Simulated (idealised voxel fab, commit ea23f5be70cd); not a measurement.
process module | voxel fin reveal
cross-section cut | 250 nm wide | cells 5 nm
A cross-section is a grid of square cells, given in bands from the top down. A band is one or more rows of cells.
Each band's line starts with the height of the band's top and of its bottom, in nm. Then come its materials from left to right, each with its width in nm. One material with "throughout" fills the band from edge to edge. "air" is empty space.
Height 0 is the level under which the wafer as received is all one material. The lowest band goes on downwards, as in "0 down".
A width such as "30 to 40" changes by the same amount from each row of cells to the next, from the band's top row to its bottom row.
"no change" after a step means that no cell of the cross-section changed.
closed voids: empty space of 8 cells or more with no open way to the top, each as width x height at its distance from the left edge, in nm
after a step's settings: what the simulator itself notes on the step
overlay nm, on a step with a mask: how far to the right of its planned place the mask lay; to the left if negative
plan
1 op RECEIVE | material Si
2 op CONFORMAL_DEP | material SiN | thk nm 5
3 op DIRECTIONAL_DEP | material aC | thk nm 15
4 op PATTERN | tone cover | mask id FINS | material resist | width nm 15 | pitch nm 35 | thk nm 35 | overlay nm 0
5 op DIRECTIONAL_ETCH | etch materials aC | depth nm 15
6 op STRIP | etch materials resist
7 op DIRECTIONAL_ETCH | etch materials SiN | depth nm 5
8 op DIRECTIONAL_ETCH | etch materials Si | depth nm 30
9 op STRIP | etch materials aC
10 op OXIDIZE | depth nm 5
11 op FILL_DEP | material SiO2 | thk nm 15
12 op CMP | height nm 5
13 op SELECTIVE_ETCH | etch materials SiO2 | depth nm 15
14 op STRIP | etch materials SiN
first wafer, as planned
as received, after step 1
  0 down: Si throughout
  closed voids: none
after step 2
  5 to 0: SiN throughout
  below 0: unchanged
after step 3
  20 to 5: aC throughout
  below 5: unchanged
after step 4
  55 to 20: air 65 | resist 15 | air 20 | resist 15 | air 20 | resist 15 | air 20 | resist 15 | air 65
  below 20: unchanged
after step 5
  40 to 20: air 65 | resist 15 | air 20 | resist 15 | air 20 | resist 15 | air 20 | resist 15 | air 65
  20 to 5: air 65 | aC 15 | air 20 | aC 15 | air 20 | aC 15 | air 20 | aC 15 | air 65
  below 5: unchanged
after step 6
  20 to 5: air 65 | aC 15 | air 20 | aC 15 | air 20 | aC 15 | air 20 | aC 15 | air 65
  below 5: unchanged
after step 7
  20 to 5: air 65 | aC 15 | air 20 | aC 15 | air 20 | aC 15 | air 20 | aC 15 | air 65
  5 to 0: air 65 | SiN 15 | air 20 | SiN 15 | air 20 | SiN 15 | air 20 | SiN 15 | air 65
  below 0: unchanged
after step 8
  20 to 5: air 65 | aC 15 | air 20 | aC 15 | air 20 | aC 15 | air 20 | aC 15 | air 65
  5 to 0: air 65 | SiN 15 | air 20 | SiN 15 | air 20 | SiN 15 | air 20 | SiN 15 | air 65
  0 to -30: air 65 | Si 15 | air 20 | Si 15 | air 20 | Si 15 | air 20 | Si 15 | air 65
  below -30: unchanged
after step 9
  5 to 0: air 65 | SiN 15 | air 20 | SiN 15 | air 20 | SiN 15 | air 20 | SiN 15 | air 65
  below 0: unchanged
after step 10
  5 to 0: air 65 | SiN 15 | air 20 | SiN 15 | air 20 | SiN 15 | air 20 | SiN 15 | air 65
  0 to -30: air 65 | SiO2 5 | Si 5 | SiO2 5 | air 20 | SiO2 5 | Si 5 | SiO2 5 | air 20 | SiO2 5 | Si 5 | SiO2 5 | air 20 | SiO2 5 | Si 5 | SiO2 5 | air 65
  -30 to -35: SiO2 70 | Si 5 | SiO2 30 | Si 5 | SiO2 30 | Si 5 | SiO2 30 | Si 5 | SiO2 70
  below -35: unchanged
after step 11
  20 to 5: SiO2 throughout
  5 to 0: SiO2 65 | SiN 15 | SiO2 20 | SiN 15 | SiO2 20 | SiN 15 | SiO2 20 | SiN 15 | SiO2 65
  0 to -35: SiO2 70 | Si 5 | SiO2 30 | Si 5 | SiO2 30 | Si 5 | SiO2 30 | Si 5 | SiO2 70
  below -35: unchanged
after step 12
  5 to 0: SiO2 65 | SiN 15 | SiO2 20 | SiN 15 | SiO2 20 | SiN 15 | SiO2 20 | SiN 15 | SiO2 65
  below 0: unchanged
after step 13
  5 to 0: air 65 | SiN 15 | air 20 | SiN 15 | air 20 | SiN 15 | air 20 | SiN 15 | air 65
  0 to -10: air 70 | Si 5 | air 30 | Si 5 | air 30 | Si 5 | air 30 | Si 5 | air 70
  below -10: unchanged
after step 14
  0 to -10: air 70 | Si 5 | air 30 | Si 5 | air 30 | Si 5 | air 30 | Si 5 | air 70
  below -10: unchanged
second wafer: like start, like plan, one mistake. Through step 3 it matches the first wafer
when step 4 should have ended
  55 to 20: air 55 | resist 15 | air 20 | resist 15 | air 20 | resist 15 | air 20 | resist 15 | air 75
  below 20: unchanged
when step 5 should have ended
  40 to 20: air 55 | resist 15 | air 20 | resist 15 | air 20 | resist 15 | air 20 | resist 15 | air 75
  20 to 5: air 55 | aC 15 | air 20 | aC 15 | air 20 | aC 15 | air 20 | aC 15 | air 75
  below 5: unchanged
when step 6 should have ended
  20 to 5: air 55 | aC 15 | air 20 | aC 15 | air 20 | aC 15 | air 20 | aC 15 | air 75
  below 5: unchanged
when step 7 should have ended
  20 to 5: air 55 | aC 15 | air 20 | aC 15 | air 20 | aC 15 | air 20 | aC 15 | air 75
  5 to 0: air 55 | SiN 15 | air 20 | SiN 15 | air 20 | SiN 15 | air 20 | SiN 15 | air 75
  below 0: unchanged
when step 8 should have ended
  20 to 5: air 55 | aC 15 | air 20 | aC 15 | air 20 | aC 15 | air 20 | aC 15 | air 75
  5 to 0: air 55 | SiN 15 | air 20 | SiN 15 | air 20 | SiN 15 | air 20 | SiN 15 | air 75
  0 to -30: air 55 | Si 15 | air 20 | Si 15 | air 20 | Si 15 | air 20 | Si 15 | air 75
  below -30: unchanged
when step 9 should have ended
  5 to 0: air 55 | SiN 15 | air 20 | SiN 15 | air 20 | SiN 15 | air 20 | SiN 15 | air 75
  below 0: unchanged
when step 10 should have ended
  5 to 0: air 55 | SiN 15 | air 20 | SiN 15 | air 20 | SiN 15 | air 20 | SiN 15 | air 75
  0 to -30: air 55 | SiO2 5 | Si 5 | SiO2 5 | air 20 | SiO2 5 | Si 5 | SiO2 5 | air 20 | SiO2 5 | Si 5 | SiO2 5 | air 20 | SiO2 5 | Si 5 | SiO2 5 | air 75
  -30 to -35: SiO2 60 | Si 5 | SiO2 30 | Si 5 | SiO2 30 | Si 5 | SiO2 30 | Si 5 | SiO2 80
  below -35: unchanged
when step 11 should have ended
  20 to 5: SiO2 throughout
  5 to 0: SiO2 55 | SiN 15 | SiO2 20 | SiN 15 | SiO2 20 | SiN 15 | SiO2 20 | SiN 15 | SiO2 75
  0 to -35: SiO2 60 | Si 5 | SiO2 30 | Si 5 | SiO2 30 | Si 5 | SiO2 30 | Si 5 | SiO2 80
  below -35: unchanged
when step 12 should have ended
  5 to 0: SiO2 55 | SiN 15 | SiO2 20 | SiN 15 | SiO2 20 | SiN 15 | SiO2 20 | SiN 15 | SiO2 75
  below 0: unchanged
when step 13 should have ended
  5 to 0: air 55 | SiN 15 | air 20 | SiN 15 | air 20 | SiN 15 | air 20 | SiN 15 | air 75
  0 to -10: air 60 | Si 5 | air 30 | Si 5 | air 30 | Si 5 | air 30 | Si 5 | air 80
  below -10: unchanged
when step 14 should have ended
  0 to -10: air 60 | Si 5 | air 30 | Si 5 | air 30 | Si 5 | air 30 | Si 5 | air 80
  below -10: unchanged
what went wrong: step 4 ran as: op PATTERN | tone cover | mask id FINS | material resist | width nm 15 | pitch nm 35 | thk nm 35 | overlay nm -10
at the end the second wafer has, in cells: as many of each material as the first, in other places
